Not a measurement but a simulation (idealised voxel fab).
process module | voxel wiring stack
cross-section cut | 220 nm wide | cells 5 nm
A cross-section is a grid of square cells, given in bands from the top down. A band is one or more rows of cells.
Each band's line starts with the height of the band's top and of its bottom, in nm. Then come its materials from left to right, each with its width in nm. One material with "throughout" fills the band from edge to edge. "air" is empty space.
Height 0 is the level under which the wafer as received is all one material. The lowest band goes on downwards, as in "0 down".
A width such as "30 to 40" changes by the same amount from each row of cells to the next, from the band's top row to its bottom row.
"no change" after a step means that no cell of the cross-section changed.
closed voids: empty space of 8 cells or more with no open way to the top, each as width x height at its distance from the left edge, in nm
after a step's settings: what the simulator itself notes on the step
overlay nm, on a step with a mask: how far to the right of its planned place the mask lay; to the left if negative
plan
1 op RECEIVE | material Si
2 op CONFORMAL_DEP | material SiO2 | thk nm 10
3 op DIRECTIONAL_DEP | material TiN | thk nm 5
4 op DIRECTIONAL_DEP | material Ru | thk nm 20
5 op DIRECTIONAL_DEP | material aC | thk nm 15
6 op PATTERN | tone cover | mask id METAL_1 | material resist | width nm 20 | pitch nm 45 | thk nm 35 | overlay nm 0
7 op DIRECTIONAL_ETCH | etch materials aC | depth nm 15
8 op STRIP | etch materials resist
9 op DIRECTIONAL_ETCH | etch materials Ru | depth nm 20
10 op DIRECTIONAL_ETCH | etch materials TiN | depth nm 5
11 op STRIP | etch materials aC
12 op CONFORMAL_DEP | material SiCN | thk nm 5
13 op FILL_DEP | material lowk | thk nm 5
14 op CMP | height nm 35
15 op CONFORMAL_DEP | material SiCN | thk nm 5
16 op DIRECTIONAL_DEP | material lowk | thk nm 15
17 op DIRECTIONAL_DEP | material aC | thk nm 10
18 op PATTERN | tone open | mask id PLUG_1 | material resist | width nm 15 | pitch nm 45 | thk nm 25 | overlay nm 0
19 op DIRECTIONAL_ETCH | etch materials aC | depth nm 10
20 op STRIP | etch materials resist
21 op DIRECTIONAL_ETCH | etch materials lowk | depth nm 15
22 op DIRECTIONAL_ETCH | etch materials SiCN | depth nm 5
23 op STRIP | etch materials aC
24 op EPI | material Ru | thk nm 10
25 op EPI | material Ru | thk nm 10
26 op DIRECTIONAL_DEP | material TiN | thk nm 5
27 op DIRECTIONAL_DEP | material W | thk nm 25
28 op DIRECTIONAL_DEP | material aC | thk nm 15
29 op PATTERN | tone cover | mask id METAL_2 | material resist | width nm 20 | pitch nm 45 | thk nm 30 | overlay nm 0
30 op DIRECTIONAL_ETCH | etch materials aC | depth nm 15
31 op STRIP | etch materials resist
32 op DIRECTIONAL_ETCH | etch materials W | depth nm 25
33 op DIRECTIONAL_ETCH | etch materials TiN | depth nm 5
34 op STRIP | etch materials aC
35 op FILL_DEP | material lowk | thk nm 10
36 op CMP | height nm 85
37 op CONFORMAL_DEP | material SiCN | thk nm 5
38 op DIRECTIONAL_DEP | material lowk | thk nm 30
39 op PATTERN | tone open | mask id METAL_3 | material resist | width nm 20 | pitch nm 45 | thk nm 20 | overlay nm 0
40 op DIRECTIONAL_ETCH | etch materials lowk | depth nm 15
41 op STRIP | etch materials resist
42 op MASKED_ETCH | tone open | mask id METAL_3_HOLES | width nm 15 | pitch nm 45 | etch materials lowk | depth nm 15 | overlay nm 0
43 op MASKED_ETCH | tone open | mask id METAL_3_HOLES | width nm 15 | pitch nm 45 | etch materials SiCN | depth nm 5 | overlay nm 0
44 op CONFORMAL_DEP | material TiN | thk nm 5
45 op FILL_DEP | material Cu | thk nm 5
46 op CMP | height nm 120
47 op CONFORMAL_DEP | material SiN | thk nm 5
as received, after step 1
  0 down: Si throughout
  closed voids: none
a wafer at the end: this start, this plan, one mistake
  125 to 120: SiN throughout
  120 to 110: lowk 75 | TiN 5 | Cu 10 | TiN 5 | lowk 25 | TiN 5 | Cu 10 | TiN 5 | lowk 80
  110 to 105: lowk 75 | TiN 5 | Cu 5 | TiN 10 | lowk 25 | TiN 5 | Cu 5 | TiN 10 | lowk 80
  105 to 90: lowk 75 | TiN 5 | Cu 5 | TiN 5 | lowk 30 | TiN 5 | Cu 5 | TiN 5 | lowk 85
  90 to 85: SiCN 75 | TiN 15 | SiCN 30 | TiN 15 | SiCN 85
  85 to 75: lowk 90 | W 5 | lowk 40 | W 5 | lowk 80
  75 to 60: lowk 75 | W 20 | lowk 25 | W 20 | lowk 80
  60 to 55: lowk 75 | W 15 | TiN 5 | lowk 25 | W 15 | TiN 5 | lowk 80
  55 to 50: lowk 75 | W 15 | lowk 30 | W 15 | lowk 85
  50 to 45: lowk 75 | TiN 15 | lowk 30 | TiN 15 | lowk 85
  45 to 40: lowk 75 | Ru 15 | lowk 30 | Ru 15 | lowk 85
  40 to 35: SiCN 75 | Ru 15 | SiCN 30 | Ru 15 | SiCN 85
  35 to 15: lowk 70 | SiCN 5 | Ru 20 | SiCN 5 | lowk 15 | SiCN 5 | Ru 20 | SiCN 5 | lowk 75
  15 to 10: SiCN 75 | TiN 20 | SiCN 25 | TiN 20 | SiCN 80
  10 to 0: SiO2 throughout
  0 down: Si throughout
  closed voids: none
what went wrong: one of the steps 24 and 25, which are alike, was left out
